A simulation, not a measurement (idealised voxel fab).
Documented hereafter: the process module known as voxel gate over fins.
For reference, the cross-section in this document is cut, with width 155 nm and square cells of 5 nm.
Cross-section format: a grid of square cells, given as bands from top to bottom; each band is one or more rows of cells. Top height, bottom height, nm. Materials left to right, width each, nm. Single material + "full width" = fills band edge to edge. "air" = empty. Counting heights begins at 0, where everything beneath is, in the wafer as received, one material. The lowest band has no bottom; it goes on downwards, as "0..down" shows. Per-row width for "30 to 40": begins at first number (top row of band), ends at second number (bottom row), increment between rows held constant. What does "left unchanged" mean for a step? It means no cell of the cross-section changed in that step. Entry "Entrapped voids". Content: empty spaces with no open connection to the top, size 8 cells or greater. Each: width x height at distance. Distance: from left edge. Unit: nm. Anything after a step's settings on that line? It's the simulator's own note about the step. The "overlay nm" setting may appear on a step's line; for a step that uses a mask, it gives how far to the right of its planned position the mask lay, and a negative value indicates the left.

-- Below is the list of planned process steps
1) RECEIVE,material Si
2) CONFORMAL_DEP,material SiN,thk nm 5
3) MASKED_ETCH,tone cover,mask id FINS,width nm 15,pitch nm 50,etch materials SiN,depth nm 5,overlay nm 0
4) MASKED_ETCH,tone cover,mask id FINS,width nm 15,pitch nm 50,etch materials Si,depth nm 30,overlay nm 0
5) FILL_DEP,material SiO2,thk nm 5
6) CMP,height nm 5
7) DIRECTIONAL_DEP,material aC,thk nm 10
8) PATTERN,tone open,mask id RAIL,material resist,width nm 15,thk nm 30,overlay nm -15
9) DIRECTIONAL_ETCH,etch materials aC,depth nm 10
10) STRIP,etch materials resist
11) DIRECTIONAL_ETCH,etch materials SiO2,depth nm 30
12) STRIP,etch materials aC
13) CONFORMAL_DEP,material TiN,thk nm 5
14) FILL_DEP,material W,thk nm 10
15) CMP,height nm 5
16) SELECTIVE_ETCH,etch materials W Ru TiN,depth nm 20
17) FILL_DEP,material SiO2,thk nm 5
18) CMP,height nm 5
19) SELECTIVE_ETCH,etch materials SiO2,depth nm 15
20) STRIP,etch materials SiN
21) CONFORMAL_DEP,material HfO2,thk nm 5
22) CONFORMAL_DEP,material TiN,thk nm 5
23) FILL_DEP,material W,thk nm 10
24) CMP,height nm 15
25) CONFORMAL_DEP,material SiCN,thk nm 10
Keep in mind the plan's value for the overlay nm of step 8 comes from the first wafer; the wafers don't share that setting, but they do share the same starting point.

-- Cross-section: the first of several wafers in its as-received state, i.e. following step 1
> 0..down | Si full width
> Entrapped voids: none

-- The figure below presents a cross-section of the first of several wafers at the conclusion of the module, following its last step, step 25
> 25..15 | SiCN full width
> 15..10 | W full width
> 10..5 | W 10 nm | TiN 35 nm | W 15 nm | TiN 35 nm | W 15 nm | TiN 35 nm | W 10 nm
> 5..0 | W 10 nm | TiN 5 nm | HfO2 25 nm | TiN 5 nm | W 15 nm | TiN 5 nm | HfO2 25 nm | TiN 5 nm | W 15 nm | TiN 5 nm | HfO2 25 nm | TiN 5 nm | W 10 nm
> 0..-5 | TiN 15 nm | HfO2 5 nm | Si 15 nm | HfO2 5 nm | TiN 25 nm | HfO2 5 nm | Si 15 nm | HfO2 5 nm | TiN 25 nm | HfO2 5 nm | Si 15 nm | HfO2 5 nm | TiN 15 nm
> -5..-10 | HfO2 20 nm | Si 15 nm | HfO2 35 nm | Si 15 nm | HfO2 35 nm | Si 15 nm | HfO2 20 nm
> -10..-15 | SiO2 20 nm | Si 15 nm | SiO2 35 nm | Si 15 nm | SiO2 35 nm | Si 15 nm | SiO2 20 nm
> -15..-25 | SiO2 20 nm | Si 15 nm | TiN 10 nm | SiO2 25 nm | Si 15 nm | SiO2 35 nm | Si 15 nm | SiO2 20 nm
> -25..-30 | SiO2 20 nm | Si 15 nm | SiO2 35 nm | Si 15 nm | SiO2 35 nm | Si 15 nm | SiO2 20 nm
> -30..down | Si full width
> Entrapped voids: none

-- Cross-section of the final wafer among several, taken at the end of the module
> 25..15 | SiCN full width
> 15..10 | W full width
> 10..5 | W 10 nm | TiN 35 nm | W 15 nm | TiN 35 nm | W 15 nm | TiN 35 nm | W 10 nm
> 5..0 | W 10 nm | TiN 5 nm | HfO2 25 nm | TiN 5 nm | W 15 nm | TiN 5 nm | HfO2 25 nm | TiN 5 nm | W 15 nm | TiN 5 nm | HfO2 25 nm | TiN 5 nm | W 10 nm
> 0..-5 | TiN 15 nm | HfO2 5 nm | Si 15 nm | HfO2 5 nm | TiN 25 nm | HfO2 5 nm | Si 15 nm | HfO2 5 nm | TiN 25 nm | HfO2 5 nm | Si 15 nm | HfO2 5 nm | TiN 15 nm
> -5..-10 | HfO2 20 nm | Si 15 nm | HfO2 35 nm | Si 15 nm | HfO2 35 nm | Si 15 nm | HfO2 20 nm
> -10..-15 | SiO2 20 nm | Si 15 nm | SiO2 35 nm | Si 15 nm | SiO2 35 nm | Si 15 nm | SiO2 20 nm
> -15..-25 | SiO2 20 nm | Si 15 nm | SiO2 25 nm | TiN 10 nm | Si 15 nm | SiO2 35 nm | Si 15 nm | SiO2 20 nm
> -25..-30 | SiO2 20 nm | Si 15 nm | SiO2 35 nm | Si 15 nm | SiO2 35 nm | Si 15 nm | SiO2 20 nm
> -30..down | Si full width
> Entrapped voids: none

-- The following table contains a row per wafer, in which are reported, at the conclusion of the module, the cells of each material gained (+) or lost (-) since the wafer's receipt, with its closed voids given thereafter
overlay nm -15, +43 HfO2, -132 Si, +62 SiCN, +84 SiO2, +47 TiN, +51 W, Entrapped voids: none
overlay nm -10, +43 HfO2, -132 Si, +62 SiCN, +82 SiO2, +48 TiN, +52 W, Entrapped voids: none
overlay nm -5, +43 HfO2, -132 Si, +62 SiCN, +82 SiO2, +48 TiN, +52 W, Entrapped voids: none
overlay nm 0, +43 HfO2, -132 Si, +62 SiCN, +82 SiO2, +48 TiN, +52 W, Entrapped voids: none
overlay nm 5, +43 HfO2, -132 Si, +62 SiCN, +82 SiO2, +48 TiN, +52 W, Entrapped voids: none
overlay nm 10, +43 HfO2, -132 Si, +62 SiCN, +82 SiO2, +48 TiN, +52 W, Entrapped voids: none
overlay nm 15, +43 HfO2, -132 Si, +62 SiCN, +84 SiO2, +47 TiN, +51 W, Entrapped voids: none
